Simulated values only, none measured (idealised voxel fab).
A process module follows: voxel trench capacitor.
Section shown: cut. Width: 285 nm. Cell size: 5 nm, square.
Cross-section = grid of square cells, listed top down in bands; band = one or more rows. For a band, the entry starts with two heights in nm, that of the top and then that of the bottom, and carries on with the band's materials in order from left to right, each alongside its width in nm; the word "all across" beside a single material means it fills the band edge to edge, and "air" means empty space. Where do heights start? At 0: under that level the wafer as delivered is made of one material only. And the lowest band has no floor; it just carries on downward, as in "from 0 down". With a width like "30 to 40", each row of cells in the band differs from the next by the same amount, the top row carrying the first number and the bottom row the second. The cross-section has no changed cell in any step marked "nothing different". Any empty space of 8 cells or more lacking an open way to the top shows up in "Enclosed empty spaces" as width x height at distance, distance from the left edge, in nm. Post-settings text on a step line: simulator's own remark regarding the step. When a step includes a mask, the "overlay nm" setting on its line states how far to the right of its planned place that mask lay, and negative values state how far to the left.

This section lists the process steps that were planned:
1,RECEIVE with material Si
2,CONFORMAL_DEP with material SiN, thk nm 5
3,DIRECTIONAL_DEP with material aC, thk nm 10
4,PATTERN with tone open, mask id TRENCH, material resist, width nm 30, pitch nm 60, thk nm 25, overlay nm 0
5,DIRECTIONAL_ETCH with etch materials aC, depth nm 10
6,STRIP with etch materials resist
7,DIRECTIONAL_ETCH with etch materials SiN, depth nm 5
8,DIRECTIONAL_ETCH with etch materials Si, depth nm 30
9,STRIP with etch materials aC
10,CONFORMAL_DEP with material HfO2, thk nm 5
11,CONFORMAL_DEP with material TiN, thk nm 5
12,FILL_DEP with material W, thk nm 10
13,CMP with height nm 5

Delivered wafer in cross-section: state after step 1:
> from 0 down = Si all across
> Enclosed empty spaces: none

Cross-sectional result after module completion. Note: starting condition and plan are unchanged from above; one processing mistake was made:
> from 15 to 10 = 45 of TiN | 10 of W | 50 of TiN | 10 of W | 50 of TiN | 10 of W | 50 of TiN | 10 of W | 50 of TiN
> from 10 to 5 = 40 of HfO2 | 5 of TiN | 10 of W | 5 of TiN | 40 of HfO2 | 5 of TiN | 10 of W | 5 of TiN | 40 of HfO2 | 5 of TiN | 10 of W | 5 of TiN | 40 of HfO2 | 5 of TiN | 10 of W | 5 of TiN | 45 of HfO2
> from 5 to 0 = 35 of SiN | 5 of HfO2 | 5 of TiN | 10 of W | 5 of TiN | 5 of HfO2 | 30 of SiN | 5 of HfO2 | 5 of TiN | 10 of W | 5 of TiN | 5 of HfO2 | 30 of SiN | 5 of HfO2 | 5 of TiN | 10 of W | 5 of TiN | 5 of HfO2 | 30 of SiN | 5 of HfO2 | 5 of TiN | 10 of W | 5 of TiN | 5 of HfO2 | 40 of SiN
> from 0 to -20 = 35 of Si | 5 of HfO2 | 5 of TiN | 10 of W | 5 of TiN | 5 of HfO2 | 30 of Si | 5 of HfO2 | 5 of TiN | 10 of W | 5 of TiN | 5 of HfO2 | 30 of Si | 5 of HfO2 | 5 of TiN | 10 of W | 5 of TiN | 5 of HfO2 | 30 of Si | 5 of HfO2 | 5 of TiN | 10 of W | 5 of TiN | 5 of HfO2 | 40 of Si
> from -20 to -25 = 35 of Si | 5 of HfO2 | 20 of TiN | 5 of HfO2 | 30 of Si | 5 of HfO2 | 20 of TiN | 5 of HfO2 | 30 of Si | 5 of HfO2 | 20 of TiN | 5 of HfO2 | 30 of Si | 5 of HfO2 | 20 of TiN | 5 of HfO2 | 40 of Si
> from -25 to -30 = 35 of Si | 30 of HfO2 | 30 of Si | 30 of HfO2 | 30 of Si | 30 of HfO2 | 30 of Si | 30 of HfO2 | 40 of Si
> from -30 down = Si all across
> Enclosed empty spaces: none
Plan not followed: in deviation from the planned setting, step 13 was conducted as CMP with height nm 15
